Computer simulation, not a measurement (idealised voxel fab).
The process module presented herein is designated voxel local oxidation.
Shown is cross-section cut, with a width of 160 nm and square cells of size 5 nm.
Cross-sections here: square-cell grids, written as top-down lists of bands, a band being one or more rows of cells. Quick guide to a band line: top height, bottom height (nm) up front; then every material left to right with its width in nm. Only one material and it's marked "everywhere"? Then it fills the band edge to edge. And "air" just means empty space. The reference from which all heights are counted is 0, the level beneath which the as-received wafer is entirely one material; the lowest band, having no lower bound, proceeds downward and is written after the example "0 and below". Quick explanation for "30 to 40": the width changes in equal steps down the rows of cells, from the first number in the band's top row to the second number in its bottom row. "everything unchanged" -> step changed no cross-section cell. In "Enclosed cavities" the enclosed voids are listed, meaning empty spaces of 8 cells or larger without any opening to the top. The form is width x height at distance, distance from the left edge, units nm. Where a step's line continues beyond its settings, the continuation is a remark by the simulator itself on that step. overlay nm, on a step with a mask: how far to the right of its planned place the mask lay; to the left if negative.
-- So here's the lineup of process steps we planned
1) RECEIVE: material Si
2) CONFORMAL_DEP: material SiO2, thk nm 5
3) CONFORMAL_DEP: material SiN, thk nm 15
4) DIRECTIONAL_DEP: material aC, thk nm 15
5) PATTERN: tone cover, mask id ACTIVE, material resist, width nm 100, thk nm 30, overlay nm 0
6) DIRECTIONAL_ETCH: etch materials aC, depth nm 15
7) STRIP: etch materials resist
8) DIRECTIONAL_ETCH: etch materials SiN, depth nm 15
9) STRIP: etch materials aC
10) SELECTIVE_ETCH: etch materials SiO2, depth nm 5
11) OXIDIZE: depth nm 10
12) STRIP: etch materials SiN
-- First of two wafers - as planned
-- This is the cross-section of the wafer as we received it, i.e. after step 1
* 0 and below: Si everywhere
* Enclosed cavities: none
-- Cross-section through the wafer, step 2 finished
* 5 down to 0: SiO2 everywhere
* Whatever lies below 0 is exactly as it was before.
-- Cross-section through the wafer, step 3 finished
* 20 down to 5: SiN everywhere
* Whatever lies below 5 is exactly as it was before.
-- Cross-section through the wafer, step 4 finished
* 35 down to 20: aC everywhere
* Whatever lies below 20 is exactly as it was before.
-- Cross-section through the wafer, step 5 finished
* 65 down to 35: air=30, resist=100, air=30
* Whatever lies below 35 is exactly as it was before.
-- Cross-section through the wafer, step 6 finished
* 50 down to 35: air=30, resist=100, air=30
* 35 down to 20: air=30, aC=100, air=30
* Whatever lies below 20 is exactly as it was before.
-- Cross-section through the wafer, step 7 finished
* 35 down to 20: air=30, aC=100, air=30
* Whatever lies below 20 is exactly as it was before.
-- Cross-section through the wafer, step 8 finished
* 35 down to 20: air=30, aC=100, air=30
* 20 down to 5: air=30, SiN=100, air=30
* Whatever lies below 5 is exactly as it was before.
-- Cross-section through the wafer, step 9 finished
* 20 down to 5: air=30, SiN=100, air=30
* Whatever lies below 5 is exactly as it was before.
-- Cross-section through the wafer, step 10 finished
* 20 down to 5: air=30, SiN=100, air=30
* 5 down to 0: air=35, SiO2=90, air=35
* Whatever lies below 0 is exactly as it was before.
-- Cross-section through the wafer, step 11 finished
* 20 down to 5: air=30, SiN=100, air=30
* 5 down to 0: air=35, SiO2=90, air=35
* 0 down to -10: SiO2=45, Si=70, SiO2=45
* Whatever lies below -10 is exactly as it was before.
-- Cross-section through the wafer, step 12 finished
* 5 down to 0: air=35, SiO2=90, air=35
* Whatever lies below 0 is exactly as it was before.
-- Wafer two. Identical start, identical plan. One mistake in execution. Identical history through step 1
Second wafer cross-section, taken as of the time the plan sets for step 2 to be done: everything unchanged
-- Second wafer cross-section, taken as of the time the plan sets for step 3 to be done
* 15 down to 0: SiN everywhere
* Whatever lies below 0 is exactly as it was before.
-- Second wafer cross-section, taken as of the time the plan sets for step 4 to be done
* 30 down to 15: aC everywhere
* Whatever lies below 15 is exactly as it was before.
-- Second wafer cross-section, taken as of the time the plan sets for step 5 to be done
* 60 down to 30: air=30, resist=100, air=30
* Whatever lies below 30 is exactly as it was before.
-- Second wafer cross-section, taken as of the time the plan sets for step 6 to be done
* 45 down to 30: air=30, resist=100, air=30
* 30 down to 15: air=30, aC=100, air=30
* Whatever lies below 15 is exactly as it was before.
-- Second wafer cross-section, taken as of the time the plan sets for step 7 to be done
* 30 down to 15: air=30, aC=100, air=30
* Whatever lies below 15 is exactly as it was before.
-- Second wafer cross-section, taken as of the time the plan sets for step 8 to be done
* 30 down to 15: air=30, aC=100, air=30
* 15 down to 0: air=30, SiN=100, air=30
* Whatever lies below 0 is exactly as it was before.
-- Second wafer cross-section, taken as of the time the plan sets for step 9 to be done
* 15 down to 0: air=30, SiN=100, air=30
* Whatever lies below 0 is exactly as it was before.
Second wafer cross-section, taken as of the time the plan sets for step 10 to be done: everything unchanged
-- Second wafer cross-section, taken as of the time the plan sets for step 11 to be done
* 15 down to 0: air=30, SiN=100, air=30
* 0 down to -10: SiO2=40, Si=80, SiO2=40
* Whatever lies below -10 is exactly as it was before.
-- Second wafer cross-section, taken as of the time the plan sets for step 12 to be done
* 0 down to -10: SiO2=40, Si=80, SiO2=40
* Whatever lies below -10 is exactly as it was before.
Nonconformance to the process plan: skipped: plan step 2 (never run)
The final cell counts differ between the wafers, with the second having more or fewer of some materials than the first: Si +4, SiO2 -22
